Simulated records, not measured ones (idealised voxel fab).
process module | voxel transistor to metal
cross-section cut | 195 nm wide | cells 5 nm
A cross-section is a grid of square cells, given in bands from the top down. A band is one or more rows of cells.
Each band's line starts with the height of the band's top and of its bottom, in nm. Then come its materials from left to right, each with its width in nm. One material with "throughout" fills the band from edge to edge. "air" is empty space.
Height 0 is the level under which the wafer as received is all one material. The lowest band goes on downwards, as in "0 down".
A width such as "30 to 40" changes by the same amount from each row of cells to the next, from the band's top row to its bottom row.
"no change" after a step means that no cell of the cross-section changed.
closed voids: empty space of 8 cells or more with no open way to the top, each as width x height at its distance from the left edge, in nm
after a step's settings: what the simulator itself notes on the step
overlay nm, on a step with a mask: how far to the right of its planned place the mask lay; to the left if negative
Each pair below shows a cross-section before one step and the cross-section after it, down to the lowest band that changed. The line under each pair gives the step between them, with its settings. The pairs can come from different runs of this module on the same starting wafer, so a pair continues from the pair above only where its "before" says so.
before
  100 to 75: SiO2 throughout
  75 to 70: SiCN throughout
  70 to 65: SiCN 40 | Ru 25 | SiCN 65 | Ru 25 | SiCN 40
  65 to 45: SiO2 45 | TiN 5 | Cu 5 | TiN 5 | SiO2 75 | TiN 5 | Cu 5 | TiN 5 | SiO2 45
  45 to 40: SiCN 45 | TiN 15 | SiCN 75 | TiN 15 | SiCN 45
  40 to 25: SiO2 45 | TiN 5 | W 5 | TiN 5 | SiO2 75 | TiN 5 | W 5 | TiN 5 | SiO2 45
  25 to 20: SiO2 45 | TiN 5 | W 5 | TiN 5 | SiO2 15 | SiN 5 | HfO2 5 | TiN 5 | W 15 | TiN 5 | HfO2 5 | SiN 5 | SiO2 15 | TiN 5 | W 5 | TiN 5 | SiO2 45
  20 to 15: SiO2 45 | TiN 15 | SiO2 15 | SiN 5 | HfO2 5 | TiN 5 | W 15 | TiN 5 | HfO2 5 | SiN 5 | SiO2 15 | TiN 15 | SiO2 45
  15 to 5: SiO2 45 | TiN 10 | nSi 20 | SiN 5 | HfO2 5 | TiN 5 | W 15 | TiN 5 | HfO2 5 | SiN 5 | nSi 20 | TiN 10 | SiO2 45
  5 to 0: SiO2 35 | SiN 5 | SiO2 5 | TiN 10 | nSi 20 | SiN 5 | HfO2 5 | TiN 25 | HfO2 5 | SiN 5 | nSi 20 | TiN 10 | SiO2 5 | SiN 5 | SiO2 35
  0 to -5: SiO2 40 | nSi 35 | HfO2 45 | nSi 35 | SiO2 40
  -5 to -20: SiO2 45 | nSi 30 | Si 45 | nSi 30 | SiO2 45
  -20 to -40: SiO2 45 | Si 105 | SiO2 45
  -40 down: Si throughout
  closed voids: none
after
  120 to 100: resist 45 | air 20 | resist 70 | air 20 | resist 40
  below 100: unchanged
  closed voids: none
the step between: op PATTERN | tone open | mask id METAL_2 | material resist | width nm 20 | pitch nm 90 | thk nm 20 | overlay nm 0
before: the cross-section after the pair above
after
  120 to 100: resist 45 | air 20 | resist 70 | air 20 | resist 40
  100 to 85: SiO2 45 | air 20 | SiO2 70 | air 20 | SiO2 40
  below 85: unchanged
  closed voids: none
the step between: op DIRECTIONAL_ETCH | etch materials SiO2 | depth nm 15
before: the cross-section after the pair above
after
  100 to 85: SiO2 45 | air 20 | SiO2 70 | air 20 | SiO2 40
  below 85: unchanged
  closed voids: none
the step between: op STRIP | etch materials resist
before: the cross-section after the pair above
after
  100 to 85: SiO2 45 | air 20 | SiO2 70 | air 20 | SiO2 40
  85 to 75: SiO2 45 | air 15 | SiO2 75 | air 15 | SiO2 45
  below 75: unchanged
  closed voids: none
the step between: op MASKED_ETCH | tone open | mask id METAL_2_HOLES | width nm 15 | pitch nm 90 | etch materials SiO2 | depth nm 10 | overlay nm 0
before: the cross-section after the pair above
after
  100 to 85: SiO2 45 | air 20 | SiO2 70 | air 20 | SiO2 40
  85 to 75: SiO2 45 | air 15 | SiO2 75 | air 15 | SiO2 45
  75 to 70: SiCN 45 | air 15 | SiCN 75 | air 15 | SiCN 45
  below 70: unchanged
  closed voids: none
the step between: op MASKED_ETCH | tone open | mask id METAL_2_HOLES | width nm 15 | pitch nm 90 | etch materials SiCN | depth nm 5 | overlay nm 0
before: the cross-section after the pair above
after
  105 to 100: TiN 50 | air 10 | TiN 80 | air 10 | TiN 45
  100 to 90: SiO2 45 | TiN 5 | air 10 | TiN 5 | SiO2 70 | TiN 5 | air 10 | TiN 5 | SiO2 40
  90 to 85: SiO2 45 | TiN 5 | air 5 | TiN 10 | SiO2 70 | TiN 5 | air 5 | TiN 10 | SiO2 40
  85 to 75: SiO2 45 | TiN 5 | air 5 | TiN 5 | SiO2 75 | TiN 5 | air 5 | TiN 5 | SiO2 45
  75 to 70: SiCN 45 | TiN 15 | SiCN 75 | TiN 15 | SiCN 45
  below 70: unchanged
  closed voids: none
the step between: op CONFORMAL_DEP | material TiN | thk nm 5
before: the cross-section after the pair above
after
  115 to 105: Cu throughout
  105 to 100: TiN 50 | Cu 10 | TiN 80 | Cu 10 | TiN 45
  100 to 90: SiO2 45 | TiN 5 | Cu 10 | TiN 5 | SiO2 70 | TiN 5 | Cu 10 | TiN 5 | SiO2 40
  90 to 85: SiO2 45 | TiN 5 | Cu 5 | TiN 10 | SiO2 70 | TiN 5 | Cu 5 | TiN 10 | SiO2 40
  85 to 75: SiO2 45 | TiN 5 | Cu 5 | TiN 5 | SiO2 75 | TiN 5 | Cu 5 | TiN 5 | SiO2 45
  below 75: unchanged
  closed voids: none
the step between: op FILL_DEP | material Cu | thk nm 10
before: the cross-section after the pair above
after
  100 to 90: SiO2 45 | TiN 5 | Cu 10 | TiN 5 | SiO2 70 | TiN 5 | Cu 10 | TiN 5 | SiO2 40
  below 90: unchanged
  closed voids: none
the step between: op CMP | height nm 100
before: the cross-section after the pair above
after
  105 to 100: SiN throughout
  below 100: unchanged
  closed voids: none
the step between: op CONFORMAL_DEP | material SiN | thk nm 5
before
  100 to 85: SiO2 45 | air 15 | SiO2 75 | air 15 | SiO2 45
  85 to 75: SiO2 throughout
  75 to 70: SiCN throughout
  70 to 65: SiCN 40 | Ru 25 | SiCN 65 | Ru 25 | SiCN 40
  65 to 45: SiO2 45 | TiN 5 | Cu 5 | TiN 5 | SiO2 75 | TiN 5 | Cu 5 | TiN 5 | SiO2 45
  45 to 40: SiCN 45 | TiN 15 | SiCN 75 | TiN 15 | SiCN 45
  40 to 25: SiO2 45 | TiN 5 | W 5 | TiN 5 | SiO2 75 | TiN 5 | W 5 | TiN 5 | SiO2 45
  25 to 20: SiO2 45 | TiN 5 | W 5 | TiN 5 | SiO2 15 | SiN 5 | HfO2 5 | TiN 5 | W 15 | TiN 5 | HfO2 5 | SiN 5 | SiO2 15 | TiN 5 | W 5 | TiN 5 | SiO2 45
  20 to 15: SiO2 45 | TiN 15 | SiO2 15 | SiN 5 | HfO2 5 | TiN 5 | W 15 | TiN 5 | HfO2 5 | SiN 5 | SiO2 15 | TiN 15 | SiO2 45
  15 to 5: SiO2 45 | TiN 10 | nSi 20 | SiN 5 | HfO2 5 | TiN 5 | W 15 | TiN 5 | HfO2 5 | SiN 5 | nSi 20 | TiN 10 | SiO2 45
  5 to 0: SiO2 35 | SiN 5 | SiO2 5 | TiN 10 | nSi 20 | SiN 5 | HfO2 5 | TiN 25 | HfO2 5 | SiN 5 | nSi 20 | TiN 10 | SiO2 5 | SiN 5 | SiO2 35
  0 to -5: SiO2 40 | nSi 35 | HfO2 45 | nSi 35 | SiO2 40
  -5 to -20: SiO2 45 | nSi 30 | Si 45 | nSi 30 | SiO2 45
  -20 to -40: SiO2 45 | Si 105 | SiO2 45
  -40 down: Si throughout
  closed voids: none
after
  100 to 90: SiO2 40 | air 20 | SiO2 70 | air 20 | SiO2 45
  90 to 85: SiO2 45 | air 15 | SiO2 75 | air 15 | SiO2 45
  85 to 75: SiO2 45 | air 10 | SiO2 80 | air 10 | SiO2 50
  below 75: unchanged
  closed voids: none
the step between: op MASKED_ETCH | tone open | mask id METAL_2_HOLES | width nm 15 | pitch nm 90 | etch materials SiO2 | depth nm 10 | overlay nm -5
before: the cross-section after the pair above
after
  100 to 90: SiO2 40 | air 20 | SiO2 70 | air 20 | SiO2 45
  90 to 85: SiO2 45 | air 15 | SiO2 75 | air 15 | SiO2 45
  85 to 75: SiO2 45 | air 10 | SiO2 80 | air 10 | SiO2 50
  75 to 70: SiCN 45 | air 10 | SiCN 80 | air 10 | SiCN 50
  below 70: unchanged
  closed voids: none
the step between: op MASKED_ETCH | tone open | mask id METAL_2_HOLES | width nm 15 | pitch nm 90 | etch materials SiCN | depth nm 5 | overlay nm 0
before: the cross-section after the pair above
after
  105 to 100: TiN 45 | air 10 | TiN 80 | air 10 | TiN 50
  100 to 90: SiO2 40 | TiN 5 to 10 | air 10 to 5 | TiN 5 | SiO2 70 | TiN 5 to 10 | air 10 to 5 | TiN 5 | SiO2 45
  90 to 85: SiO2 45 | TiN 15 | SiO2 75 | TiN 15 | SiO2 45
  85 to 75: SiO2 45 | TiN 10 | SiO2 80 | TiN 10 | SiO2 50
  75 to 70: SiCN 45 | TiN 10 | SiCN 80 | TiN 10 | SiCN 50
  below 70: unchanged
  closed voids: none
the step between: op CONFORMAL_DEP | material TiN | thk nm 5
before: the cross-section after the pair above
after
  115 to 105: Cu throughout
  105 to 100: TiN 45 | Cu 10 | TiN 80 | Cu 10 | TiN 50
  100 to 90: SiO2 40 | TiN 5 to 10 | Cu 10 to 5 | TiN 5 | SiO2 70 | TiN 5 to 10 | Cu 10 to 5 | TiN 5 | SiO2 45
  below 90: unchanged
  closed voids: none
the step between: op FILL_DEP | material Cu | thk nm 10
before: the cross-section after the pair above
after
  100 to 90: SiO2 40 | TiN 5 to 10 | Cu 10 to 5 | TiN 5 | SiO2 70 | TiN 5 to 10 | Cu 10 to 5 | TiN 5 | SiO2 45
  below 90: unchanged
  closed voids: none
the step between: op CMP | height nm 100
before: the cross-section after the pair above
after
  105 to 100: SiN throughout
  below 100: unchanged
  closed voids: none
the step between: op CONFORMAL_DEP | material SiN | thk nm 5
before
  70 to 65: air 40 | Ru 25 | air 65 | Ru 25 | air 40
  65 to 45: SiO2 45 | TiN 5 | Cu 5 | TiN 5 | SiO2 75 | TiN 5 | Cu 5 | TiN 5 | SiO2 45
  45 to 40: SiCN 45 | TiN 15 | SiCN 75 | TiN 15 | SiCN 45
  40 to 25: SiO2 45 | TiN 5 | W 5 | TiN 5 | SiO2 75 | TiN 5 | W 5 | TiN 5 | SiO2 45
  25 to 20: SiO2 45 | TiN 5 | W 5 | TiN 5 | SiO2 15 | SiN 5 | HfO2 5 | TiN 5 | W 15 | TiN 5 | HfO2 5 | SiN 5 | SiO2 15 | TiN 5 | W 5 | TiN 5 | SiO2 45
  20 to 15: SiO2 45 | TiN 15 | SiO2 15 | SiN 5 | HfO2 5 | TiN 5 | W 15 | TiN 5 | HfO2 5 | SiN 5 | SiO2 15 | TiN 15 | SiO2 45
  15 to 5: SiO2 45 | TiN 10 | nSi 20 | SiN 5 | HfO2 5 | TiN 5 | W 15 | TiN 5 | HfO2 5 | SiN 5 | nSi 20 | TiN 10 | SiO2 45
  5 to 0: SiO2 35 | SiN 5 | SiO2 5 | TiN 10 | nSi 20 | SiN 5 | HfO2 5 | TiN 25 | HfO2 5 | SiN 5 | nSi 20 | TiN 10 | SiO2 5 | SiN 5 | SiO2 35
  0 to -5: SiO2 40 | nSi 35 | HfO2 45 | nSi 35 | SiO2 40
  -5 to -20: SiO2 45 | nSi 30 | Si 45 | nSi 30 | SiO2 45
  -20 to -40: SiO2 45 | Si 105 | SiO2 45
  -40 down: Si throughout
  closed voids: none
after
  75 to 70: aC throughout
  70 to 65: aC 40 | Ru 25 | aC 65 | Ru 25 | aC 40
  below 65: unchanged
  closed voids: none
the step between: op FILL_DEP | material aC | thk nm 5
before: the cross-section after the pair above
after
  100 to 75: SiO2 throughout
  below 75: unchanged
  closed voids: none
the step between: op DIRECTIONAL_DEP | material SiO2 | thk nm 25
before: the cross-section after the pair above
after
  120 to 100: resist 45 | air 15 | resist 75 | air 15 | resist 45
  below 100: unchanged
  closed voids: none
the step between: op PATTERN | tone open | mask id METAL_2 | material resist | width nm 15 | pitch nm 90 | thk nm 20 | overlay nm 0
before: the cross-section after the pair above
after
  120 to 100: resist 45 | air 15 | resist 75 | air 15 | resist 45
  100 to 85: SiO2 45 | air 15 | SiO2 75 | air 15 | SiO2 45
  below 85: unchanged
  closed voids: none
the step between: op DIRECTIONAL_ETCH | etch materials SiO2 | depth nm 15
before: the cross-section after the pair above
after
  100 to 85: SiO2 45 | air 15 | SiO2 75 | air 15 | SiO2 45
  below 85: unchanged
  closed voids: none
the step between: op STRIP | etch materials resist
before: the cross-section after the pair above
after
  100 to 75: SiO2 45 | air 15 | SiO2 75 | air 15 | SiO2 45
  below 75: unchanged
  closed voids: none
the step between: op MASKED_ETCH | tone open | mask id METAL_2_HOLES | width nm 15 | pitch nm 90 | etch materials SiO2 | depth nm 10 | overlay nm 0
before: the cross-section after the pair above
after
  105 to 100: TiN 50 | air 5 | TiN 85 | air 5 | TiN 50
  100 to 80: SiO2 45 | TiN 5 | air 5 | TiN 5 | SiO2 75 | TiN 5 | air 5 | TiN 5 | SiO2 45
  80 to 75: SiO2 45 | TiN 15 | SiO2 75 | TiN 15 | SiO2 45
  below 75: unchanged
  closed voids: none
the step between: op CONFORMAL_DEP | material TiN | thk nm 5
before: the cross-section after the pair above
after
  115 to 105: Cu throughout
  105 to 100: TiN 50 | Cu 5 | TiN 85 | Cu 5 | TiN 50
  100 to 80: SiO2 45 | TiN 5 | Cu 5 | TiN 5 | SiO2 75 | TiN 5 | Cu 5 | TiN 5 | SiO2 45
  below 80: unchanged
  closed voids: none
the step between: op FILL_DEP | material Cu | thk nm 10
before: the cross-section after the pair above
after
  100 to 80: SiO2 45 | TiN 5 | Cu 5 | TiN 5 | SiO2 75 | TiN 5 | Cu 5 | TiN 5 | SiO2 45
  below 80: unchanged
  closed voids: none
the step between: op CMP | height nm 100
before: the cross-section after the pair above
after
  105 to 100: SiN throughout
  below 100: unchanged
  closed voids: none
the step between: op CONFORMAL_DEP | material SiN | thk nm 5
before
  50 to 45: SiCN 35 | air 125 | SiCN 35
  45 to 35: SiCN throughout
  35 to 30: polySi 35 | SiCN 125 | polySi 35
  30 to 5: polySi throughout
  5 to 0: SiO2 35 | polySi 125 | SiO2 35
  0 to -5: SiO2 throughout
  -5 to -40: SiO2 45 | Si 105 | SiO2 45
  -40 down: Si throughout
  closed voids: none
after
  65 to 50: resist 80 | air 35 | resist 80
  50 to 45: SiCN 35 | resist 45 | air 35 | resist 45 | SiCN 35
  below 45: unchanged
  closed voids: none
the step between: op PATTERN | tone open | mask id GATE | material resist | width nm 35 | thk nm 15 | overlay nm 0
before: the cross-section after the pair above
after
  65 to 50: resist 80 | air 35 | resist 80
  50 to 45: SiCN 35 | resist 45 | air 35 | resist 45 | SiCN 35
  45 to 35: SiCN 80 | air 35 | SiCN 80
  35 to 30: polySi 35 | SiCN 45 | air 35 | SiCN 45 | polySi 35
  below 30: unchanged
  closed voids: none
the step between: op DIRECTIONAL_ETCH | etch materials SiCN | depth nm 25
before: the cross-section after the pair above
after
  65 to 50: resist 80 | air 35 | resist 80
  50 to 45: SiCN 35 | resist 45 | air 35 | resist 45 | SiCN 35
  45 to 35: SiCN 80 | air 35 | SiCN 80
  35 to 30: polySi 35 | SiCN 45 | air 35 | SiCN 45 | polySi 35
  30 to 5: polySi 80 | air 35 | polySi 80
  5 to 0: SiO2 35 | polySi 45 | air 35 | polySi 45 | SiO2 35
  below 0: unchanged
  closed voids: none
the step between: op DIRECTIONAL_ETCH | etch materials polySi | depth nm 40
before: the cross-section after the pair above
after
  50 to 45: SiCN 35 | air 125 | SiCN 35
  below 45: unchanged
  closed voids: none
the step between: op STRIP | etch materials resist
before: the cross-section after the pair above
after
  55 to 50: SiN 40 | air 115 | SiN 40
  50 to 45: SiCN 35 | SiN 50 | air 25 | SiN 50 | SiCN 35
  45 to 35: SiCN 80 | SiN 5 | air 25 | SiN 5 | SiCN 80
  35 to 30: polySi 35 | SiCN 45 | SiN 5 | air 25 | SiN 5 | SiCN 45 | polySi 35
  30 to 5: polySi 80 | SiN 5 | air 25 | SiN 5 | polySi 80
  5 to 0: SiO2 35 | polySi 45 | SiN 35 | polySi 45 | SiO2 35
  below 0: unchanged
  closed voids: none
the step between: op CONFORMAL_DEP | material SiN | thk nm 5
before: the cross-section after the pair above
after
  50 to 45: SiCN 35 | SiN 5 | air 115 | SiN 5 | SiCN 35
  45 to 35: SiCN 80 | SiN 5 | air 25 | SiN 5 | SiCN 80
  35 to 30: polySi 35 | SiCN 45 | SiN 5 | air 25 | SiN 5 | SiCN 45 | polySi 35
  30 to 5: polySi 80 | SiN 5 | air 25 | SiN 5 | polySi 80
  5 to 0: SiO2 35 | polySi 45 | SiN 5 | air 25 | SiN 5 | polySi 45 | SiO2 35
  below 0: unchanged
  closed voids: none
the step between: op DIRECTIONAL_ETCH | etch materials SiN | depth nm 5
before: the cross-section after the pair above
after
  50 to 45: SiCN 35 | SiN 5 | air 115 | SiN 5 | SiCN 35
  45 to 35: SiCN 80 | SiN 5 | air 25 | SiN 5 | SiCN 80
  35 to 30: polySi 35 | SiCN 45 | SiN 5 | air 25 | SiN 5 | SiCN 45 | polySi 35
  30 to 5: polySi 80 | SiN 5 | air 25 | SiN 5 | polySi 80
  5 to 0: SiO2 35 | polySi 45 | SiN 5 | air 25 | SiN 5 | polySi 45 | SiO2 35
  0 to -5: SiO2 85 | air 25 | SiO2 85
  below -5: unchanged
  closed voids: none
the step between: op DIRECTIONAL_ETCH | etch materials SiO2 | depth nm 5
before: the cross-section after the pair above
after
  50 to 45: SiCN 35 | SiN 5 | air 115 | SiN 5 | SiCN 35
  45 to 35: SiCN 80 | SiN 5 | air 25 | SiN 5 | SiCN 80
  35 to 30: polySi 35 | SiCN 45 | SiN 5 | air 25 | SiN 5 | SiCN 45 | polySi 35
  30 to 5: polySi 80 | SiN 5 | air 25 | SiN 5 | polySi 80
  5 to 0: SiO2 35 | polySi 45 | SiN 5 | air 25 | SiN 5 | polySi 45 | SiO2 35
  0 to -5: SiO2 85 | air 25 | SiO2 85
  -5 to -20: SiO2 45 | Si 40 | air 25 | Si 40 | SiO2 45
  below -20: unchanged
  closed voids: none
the step between: op DIRECTIONAL_ETCH | etch materials Si | depth nm 15
before: the cross-section after the pair above
after
  50 to 45: SiCN 35 | SiN 5 | air 115 | SiN 5 | SiCN 35
  45 to 35: SiCN 80 | SiN 5 | air 25 | SiN 5 | SiCN 80
  35 to 30: polySi 35 | SiCN 45 | SiN 5 | air 25 | SiN 5 | SiCN 45 | polySi 35
  30 to 15: polySi 80 | SiN 5 | air 25 | SiN 5 | polySi 80
  15 to 5: polySi 80 | SiN 5 | nSi 25 | SiN 5 | polySi 80
  5 to 0: SiO2 35 | polySi 45 | SiN 5 | nSi 25 | SiN 5 | polySi 45 | SiO2 35
  0 to -5: SiO2 85 | nSi 25 | SiO2 85
  -5 to -20: SiO2 45 | Si 40 | nSi 25 | Si 40 | SiO2 45
  below -20: unchanged
  closed voids: none
the step between: op EPI | material nSi | thk nm 20
before: the cross-section after the pair above
after
  55 to 50: SiO2 throughout
  50 to 45: SiCN 35 | SiN 5 | SiO2 115 | SiN 5 | SiCN 35
  45 to 35: SiCN 80 | SiN 5 | SiO2 25 | SiN 5 | SiCN 80
  35 to 30: polySi 35 | SiCN 45 | SiN 5 | SiO2 25 | SiN 5 | SiCN 45 | polySi 35
  30 to 15: polySi 80 | SiN 5 | SiO2 25 | SiN 5 | polySi 80
  below 15: unchanged
  closed voids: none
the step between: op FILL_DEP | material SiO2 | thk nm 5
before: the cross-section after the pair above
after
  30 to 15: polySi 80 | SiN 5 | SiO2 25 | SiN 5 | polySi 80
  below 15: unchanged
  closed voids: none
the step between: op CMP | height nm 30
before: the cross-section after the pair above
after
  30 to 15: air 80 | SiN 5 | SiO2 25 | SiN 5 | air 80
  15 to 5: air 80 | SiN 5 | nSi 25 | SiN 5 | air 80
  5 to 0: SiO2 35 | air 45 | SiN 5 | nSi 25 | SiN 5 | air 45 | SiO2 35
  below 0: unchanged
  closed voids: none
the step between: op STRIP | etch materials polySi
before: the cross-section after the pair above
after
  30 to 25: air 80 | SiN 5 | air 25 | SiN 5 | air 80
  25 to 15: air 80 | SiN 5 | SiO2 25 | SiN 5 | air 80
  15 to 0: air 80 | SiN 5 | nSi 25 | SiN 5 | air 80
  0 to -5: SiO2 30 | air 55 | nSi 25 | air 55 | SiO2 30
  below -5: unchanged
  closed voids: none
the step between: op SELECTIVE_ETCH | etch materials SiO2 | depth nm 5
before: the cross-section after the pair above
after
  35 to 30: air 75 | HfO2 15 | air 15 | HfO2 15 | air 75
  30 to 25: air 75 | HfO2 5 | SiN 5 | HfO2 25 | SiN 5 | HfO2 5 | air 75
  25 to 15: air 75 | HfO2 5 | SiN 5 | SiO2 25 | SiN 5 | HfO2 5 | air 75
  15 to 5: air 75 | HfO2 5 | SiN 5 | nSi 25 | SiN 5 | HfO2 5 | air 75
  5 to 0: HfO2 35 | air 40 | HfO2 5 | SiN 5 | nSi 25 | SiN 5 | HfO2 5 | air 40 | HfO2 35
  0 to -5: SiO2 30 | HfO2 55 | nSi 25 | HfO2 55 | SiO2 30
  below -5: unchanged
  closed voids: none
the step between: op CONFORMAL_DEP | material HfO2 | thk nm 5
before: the cross-section after the pair above
after
  40 to 35: air 70 | TiN 25 | air 5 | TiN 25 | air 70
  35 to 30: air 70 | TiN 5 | HfO2 15 | TiN 15 | HfO2 15 | TiN 5 | air 70
  30 to 25: air 70 | TiN 5 | HfO2 5 | SiN 5 | HfO2 25 | SiN 5 | HfO2 5 | TiN 5 | air 70
  25 to 15: air 70 | TiN 5 | HfO2 5 | SiN 5 | SiO2 25 | SiN 5 | HfO2 5 | TiN 5 | air 70
  15 to 10: air 70 | TiN 5 | HfO2 5 | SiN 5 | nSi 25 | SiN 5 | HfO2 5 | TiN 5 | air 70
  10 to 5: TiN 40 | air 30 | TiN 5 | HfO2 5 | SiN 5 | nSi 25 | SiN 5 | HfO2 5 | TiN 5 | air 30 | TiN 40
  5 to 0: HfO2 35 | TiN 40 | HfO2 5 | SiN 5 | nSi 25 | SiN 5 | HfO2 5 | TiN 40 | HfO2 35
  below 0: unchanged
  closed voids: none
the step between: op CONFORMAL_DEP | material TiN | thk nm 5
before: the cross-section after the pair above
after
  50 to 40: W throughout
  40 to 35: W 70 | TiN 25 | W 5 | TiN 25 | W 70
  35 to 30: W 70 | TiN 5 | HfO2 15 | TiN 15 | HfO2 15 | TiN 5 | W 70
  30 to 25: W 70 | TiN 5 | HfO2 5 | SiN 5 | HfO2 25 | SiN 5 | HfO2 5 | TiN 5 | W 70
  25 to 15: W 70 | TiN 5 | HfO2 5 | SiN 5 | SiO2 25 | SiN 5 | HfO2 5 | TiN 5 | W 70
  15 to 10: W 70 | TiN 5 | HfO2 5 | SiN 5 | nSi 25 | SiN 5 | HfO2 5 | TiN 5 | W 70
  10 to 5: TiN 40 | W 30 | TiN 5 | HfO2 5 | SiN 5 | nSi 25 | SiN 5 | HfO2 5 | TiN 5 | W 30 | TiN 40
  below 5: unchanged
  closed voids: none
the step between: op FILL_DEP | material W | thk nm 10
before: the cross-section after the pair above
after
  25 to 15: W 70 | TiN 5 | HfO2 5 | SiN 5 | SiO2 25 | SiN 5 | HfO2 5 | TiN 5 | W 70
  below 15: unchanged
  closed voids: none
the step between: op CMP | height nm 25
before: the cross-section after the pair above
after
  40 to 25: SiO2 throughout
  below 25: unchanged
  closed voids: none
the step between: op DIRECTIONAL_DEP | material SiO2 | thk nm 15
before: the cross-section after the pair above
after
  55 to 40: aC throughout
  below 40: unchanged
  closed voids: none
the step between: op DIRECTIONAL_DEP | material aC | thk nm 15
before: the cross-section after the pair above
after
  90 to 55: resist 45 | air 15 | resist 75 | air 15 | resist 45
  below 55: unchanged
  closed voids: none
the step between: op PATTERN | tone open | mask id CONTACT | material resist | width nm 15 | pitch nm 90 | thk nm 35 | overlay nm 0
before: the cross-section after the pair above
after
  75 to 55: resist 45 | air 15 | resist 75 | air 15 | resist 45
  55 to 40: aC 45 | air 15 | aC 75 | air 15 | aC 45
  below 40: unchanged
  closed voids: none
the step between: op DIRECTIONAL_ETCH | etch materials aC | depth nm 15
before: the cross-section after the pair above
after
  55 to 40: aC 45 | air 15 | aC 75 | air 15 | aC 45
  below 40: unchanged
  closed voids: none
the step between: op STRIP | etch materials resist
before: the cross-section after the pair above
after
  55 to 40: aC 45 | air 15 | aC 75 | air 15 | aC 45
  40 to 25: SiO2 45 | air 15 | SiO2 75 | air 15 | SiO2 45
  below 25: unchanged
  closed voids: none
the step between: op DIRECTIONAL_ETCH | etch materials SiO2 | depth nm 40
before: the cross-section after the pair above
after
  40 to 25: SiO2 45 | air 15 | SiO2 75 | air 15 | SiO2 45
  below 25: unchanged
  closed voids: none
the step between: op STRIP | etch materials aC
before: the cross-section after the pair above
after
  45 to 40: TiN 50 | air 5 | TiN 85 | air 5 | TiN 50
  40 to 30: SiO2 45 | TiN 5 | air 5 | TiN 5 | SiO2 75 | TiN 5 | air 5 | TiN 5 | SiO2 45
  30 to 25: SiO2 45 | TiN 15 | SiO2 75 | TiN 15 | SiO2 45
  below 25: unchanged
  closed voids: none
the step between: op CONFORMAL_DEP | material TiN | thk nm 5
before: the cross-section after the pair above
after
  50 to 45: W throughout
  45 to 40: TiN 50 | W 5 | TiN 85 | W 5 | TiN 50
  40 to 30: SiO2 45 | TiN 5 | W 5 | TiN 5 | SiO2 75 | TiN 5 | W 5 | TiN 5 | SiO2 45
  below 30: unchanged
  closed voids: none
the step between: op FILL_DEP | material W | thk nm 5
before: the cross-section after the pair above
after
  40 to 30: SiO2 45 | TiN 5 | W 5 | TiN 5 | SiO2 75 | TiN 5 | W 5 | TiN 5 | SiO2 45
  below 30: unchanged
  closed voids: none
the step between: op CMP | height nm 40
before: the cross-section after the pair above
after
  45 to 40: SiCN throughout
  below 40: unchanged
  closed voids: none
the step between: op CONFORMAL_DEP | material SiCN | thk nm 5
before: the cross-section after the pair above
after
  65 to 45: SiO2 throughout
  below 45: unchanged
  closed voids: none
the step between: op DIRECTIONAL_DEP | material SiO2 | thk nm 20
before: the cross-section after the pair above
after
  85 to 65: resist 45 | air 15 | resist 75 | air 15 | resist 45
  below 65: unchanged
  closed voids: none
the step between: op PATTERN | tone open | mask id METAL_1 | material resist | width nm 15 | pitch nm 90 | thk nm 20 | overlay nm 0
before: the cross-section after the pair above
after
  85 to 65: resist 45 | air 15 | resist 75 | air 15 | resist 45
  65 to 45: SiO2 45 | air 15 | SiO2 75 | air 15 | SiO2 45
  below 45: unchanged
  closed voids: none
the step between: op DIRECTIONAL_ETCH | etch materials SiO2 | depth nm 20
before: the cross-section after the pair above
after
  85 to 65: resist 45 | air 15 | resist 75 | air 15 | resist 45
  65 to 45: SiO2 45 | air 15 | SiO2 75 | air 15 | SiO2 45
  45 to 40: SiCN 45 | air 15 | SiCN 75 | air 15 | SiCN 45
  below 40: unchanged
  closed voids: none
the step between: op DIRECTIONAL_ETCH | etch materials SiCN | depth nm 5
before: the cross-section after the pair above
after
  65 to 45: SiO2 45 | air 15 | SiO2 75 | air 15 | SiO2 45
  below 45: unchanged
  closed voids: none
the step between: op STRIP | etch materials resist
before: the cross-section after the pair above
after
  70 to 65: TiN 50 | air 5 | TiN 85 | air 5 | TiN 50
  65 to 45: SiO2 45 | TiN 5 | air 5 | TiN 5 | SiO2 75 | TiN 5 | air 5 | TiN 5 | SiO2 45
  45 to 40: SiCN 45 | TiN 15 | SiCN 75 | TiN 15 | SiCN 45
  below 40: unchanged
  closed voids: none
the step between: op CONFORMAL_DEP | material TiN | thk nm 5
before: the cross-section after the pair above
after
  80 to 70: Cu throughout
  70 to 65: TiN 50 | Cu 5 | TiN 85 | Cu 5 | TiN 50
  65 to 45: SiO2 45 | TiN 5 | Cu 5 | TiN 5 | SiO2 75 | TiN 5 | Cu 5 | TiN 5 | SiO2 45
  below 45: unchanged
  closed voids: none
the step between: op FILL_DEP | material Cu | thk nm 10
before: the cross-section after the pair above
after
  65 to 45: SiO2 45 | TiN 5 | Cu 5 | TiN 5 | SiO2 75 | TiN 5 | Cu 5 | TiN 5 | SiO2 45
  below 45: unchanged
  closed voids: none
the step between: op CMP | height nm 65
before: the cross-section after the pair above
after
  70 to 65: air 40 | Ru 25 | air 65 | Ru 25 | air 40
  below 65: unchanged
  closed voids: none
the step between: op EPI | material Ru | thk nm 5
before: the cross-section after the pair above
after
  75 to 70: SiCN throughout
  70 to 65: SiCN 40 | Ru 25 | SiCN 65 | Ru 25 | SiCN 40
  below 65: unchanged
  closed voids: none
the step between: op FILL_DEP | material SiCN | thk nm 5
before: the cross-section after the pair above
after
  100 to 75: SiO2 throughout
  below 75: unchanged
  closed voids: none
the step between: op DIRECTIONAL_DEP | material SiO2 | thk nm 25
before: the cross-section after the pair above
after
  120 to 100: resist 45 | air 15 | resist 75 | air 15 | resist 45
  below 100: unchanged
  closed voids: none
the step between: op PATTERN | tone open | mask id METAL_2 | material resist | width nm 15 | pitch nm 90 | thk nm 20 | overlay nm 0
before: the cross-section after the pair above
after
  120 to 100: resist 45 | air 15 | resist 75 | air 15 | resist 45
  100 to 85: SiO2 45 | air 15 | SiO2 75 | air 15 | SiO2 45
  below 85: unchanged
  closed voids: none
the step between: op DIRECTIONAL_ETCH | etch materials SiO2 | depth nm 15
before: the cross-section after the pair above
after
  100 to 85: SiO2 45 | air 15 | SiO2 75 | air 15 | SiO2 45
  below 85: unchanged
  closed voids: none
the step between: op STRIP | etch materials resist
before: the cross-section after the pair above
after
  100 to 75: SiO2 45 | air 15 | SiO2 75 | air 15 | SiO2 45
  below 75: unchanged
  closed voids: none
the step between: op MASKED_ETCH | tone open | mask id METAL_2_HOLES | width nm 15 | pitch nm 90 | etch materials SiO2 | depth nm 10 | overlay nm 0
before: the cross-section after the pair above
after
  100 to 75: SiO2 45 | air 15 | SiO2 75 | air 15 | SiO2 45
  75 to 70: SiCN 45 | air 15 | SiCN 75 | air 15 | SiCN 45
  below 70: unchanged
  closed voids: none
the step between: op MASKED_ETCH | tone open | mask id METAL_2_HOLES | width nm 15 | pitch nm 90 | etch materials SiCN | depth nm 5 | overlay nm 0
